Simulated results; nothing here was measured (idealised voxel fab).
The following is a process module called voxel capacitor over wiring.
The width of the displayed cross-section, cut, is 245 nm; its cells are square, with a size of 5 nm.
Cross-section spec: square-cell grid; bands listed top down; each band is one or more rows.
What a band's entry tells you: where the top is and where the bottom is, as heights in nm, and after that what lies inside, material by material from left to right, each with its width in nm. Empty space is written as the word "empty", and a single material marked with the word "throughout" occupies the band from edge to edge.
For the purposes of this specification, 0 denotes the height below which the wafer in its as-received condition is composed wholly of one material, and the lowermost band, lacking a lower limit, extends downward without end, as expressed in "z 0 and below".
Per-row width for "30->40": begins at first number (top row of band), ends at second number (bottom row), increment between rows held constant.
What does "remained the same" mean for a step? It means no cell of the cross-section changed in that step.
"Enclosed void list" specifies each empty space that is not open to the top and that occupies no fewer than 8 cells, using the form width x height at distance, the distance measured from the left edge and all three quantities in nm.
Post-settings text on a step line: simulator's own remark regarding the step.
When a step includes a mask, the "overlay nm" setting on its line states how far to the right of its planned place that mask lay, and negative values state how far to the left.
## Here's what the planned process steps look like
1,RECEIVE [material Si]
2,CONFORMAL_DEP [material SiO2] [thk nm 15]
3,DIRECTIONAL_DEP [material TiN] [thk nm 5]
4,DIRECTIONAL_DEP [material Ru] [thk nm 20]
5,PATTERN [tone cover] [mask id METAL_1] [material resist] [width nm 25] [pitch nm 75] [thk nm 20] [overlay nm 0]
6,DIRECTIONAL_ETCH [etch materials Ru] [depth nm 20]
7,DIRECTIONAL_ETCH [etch materials TiN] [depth nm 5]
8,STRIP [etch materials resist]
9,CONFORMAL_DEP [material SiCN] [thk nm 5]
10,FILL_DEP [material SiO2] [thk nm 10]
11,CMP [height nm 40]
12,CONFORMAL_DEP [material SiCN] [thk nm 5]
13,DIRECTIONAL_DEP [material lowk] [thk nm 20]
14,MASKED_ETCH [tone open] [mask id PLUG_1] [width nm 15] [etch materials lowk] [depth nm 20] [overlay nm 0]
15,MASKED_ETCH [tone open] [mask id PLUG_1] [width nm 15] [etch materials SiCN] [depth nm 5] [overlay nm 0]
16,EPI [material Ru] [thk nm 10]
17,EPI [material Ru] [thk nm 10]
18,EPI [material Ru] [thk nm 5]
19,DIRECTIONAL_DEP [material TiN] [thk nm 10]
20,DIRECTIONAL_DEP [material SiN] [thk nm 5]
21,DIRECTIONAL_DEP [material TiN] [thk nm 5]
22,MASKED_ETCH [tone cover] [mask id UPPER_PLATE] [width nm 55] [etch materials TiN] [depth nm 5] [overlay nm 0]
23,MASKED_ETCH [tone cover] [mask id UPPER_PLATE] [width nm 55] [etch materials SiN] [depth nm 5] [overlay nm 0]
24,MASKED_ETCH [tone cover] [mask id LOWER_PLATE] [width nm 65] [etch materials TiN] [depth nm 10] [overlay nm 0]
25,FILL_DEP [material SiO2] [thk nm 15]
26,CMP [height nm 95]
27,DIRECTIONAL_DEP [material aC] [thk nm 10]
28,PATTERN [tone open] [mask id PLUG_2] [material resist] [width nm 15] [thk nm 25] [overlay nm 0]
29,DIRECTIONAL_ETCH [etch materials aC] [depth nm 10]
30,STRIP [etch materials resist]
31,DIRECTIONAL_ETCH [etch materials SiO2] [depth nm 10]
32,STRIP [etch materials aC]
33,CONFORMAL_DEP [material TiN] [thk nm 5]
34,FILL_DEP [material Cu] [thk nm 10]
35,CMP [height nm 95]
36,CONFORMAL_DEP [material SiN] [thk nm 5]
## Incoming wafer in cross-section (state: after step 1)
* z 0 and below | Si throughout
* Enclosed void list: none
## First wafer of two, sectioned at end of module; run went per plan
* z 100 to 95 | SiN throughout
* z 95 to 90 | SiO2 90 | TiN 5 | Cu 5 | TiN 5 | SiO2 140
* z 90 to 80 | SiO2 90->80 | TiN 15->55 | SiO2 140->110
* z 80 to 75 | SiO2 80 | SiN 55 | SiO2 110
* z 75 to 65 | SiO2 75 | TiN 65 | SiO2 105
* z 65 to 45 | lowk 80 | Ru 15 | lowk 150
* z 45 to 40 | SiCN 80 | Ru 15 | SiCN 150
* z 40 to 20 | SiO2 65 | SiCN 5 | Ru 25 | SiCN 5 | SiO2 40 | SiCN 5 | Ru 25 | SiCN 5 | SiO2 70
* z 20 to 15 | SiCN 70 | TiN 25 | SiCN 50 | TiN 25 | SiCN 75
* z 15 to 0 | SiO2 throughout
* z 0 and below | Si throughout
* Enclosed void list: none
## This cross-section belongs to the second wafer of two at the end of the module; the start and the plan were shared with the first, and the run included one mistake
* z 100 to 95 | SiN throughout
* z 95 to 90 | SiO2 90 | TiN 5 | Cu 5 | TiN 5 | SiO2 140
* z 90 to 80 | SiO2 90->95 | TiN 15->40 | SiO2 140->110
* z 80 to 75 | SiO2 95 | SiN 40 | SiO2 110
* z 75 to 65 | SiO2 75 | TiN 5 | SiO2 15 | TiN 45 | SiO2 105
* z 65 to 60 | lowk 80 | SiO2 15 | lowk 150
* z 60 to 55 | lowk 80 | TiN 15 | lowk 150
* z 55 to 50 | lowk 80 | SiN 15 | lowk 150
* z 50 to 45 | lowk 80 | TiN 15 | lowk 150
* z 45 to 40 | SiCN 80 | TiN 15 | SiCN 150
* z 40 to 35 | SiO2 65 | SiCN 35 | SiO2 40 | SiCN 35 | SiO2 70
* z 35 to 15 | SiO2 65 | SiCN 5 | Ru 25 | SiCN 5 | SiO2 40 | SiCN 5 | Ru 25 | SiCN 5 | SiO2 70
* z 15 to 10 | SiCN 70 | TiN 25 | SiCN 50 | TiN 25 | SiCN 75
* z 10 to 0 | SiO2 throughout
* z 0 and below | Si throughout
* Enclosed void list: none
What was done differently from what was planned? for step 2, the planned setting was not used; the step was instead run as CONFORMAL_DEP [material SiO2] [thk nm 10]
FYI, end of process, the second wafer has more or fewer cells of some materials than the first: Ru: 15 fewer, SiCN: 14 more, SiO2: 1 more
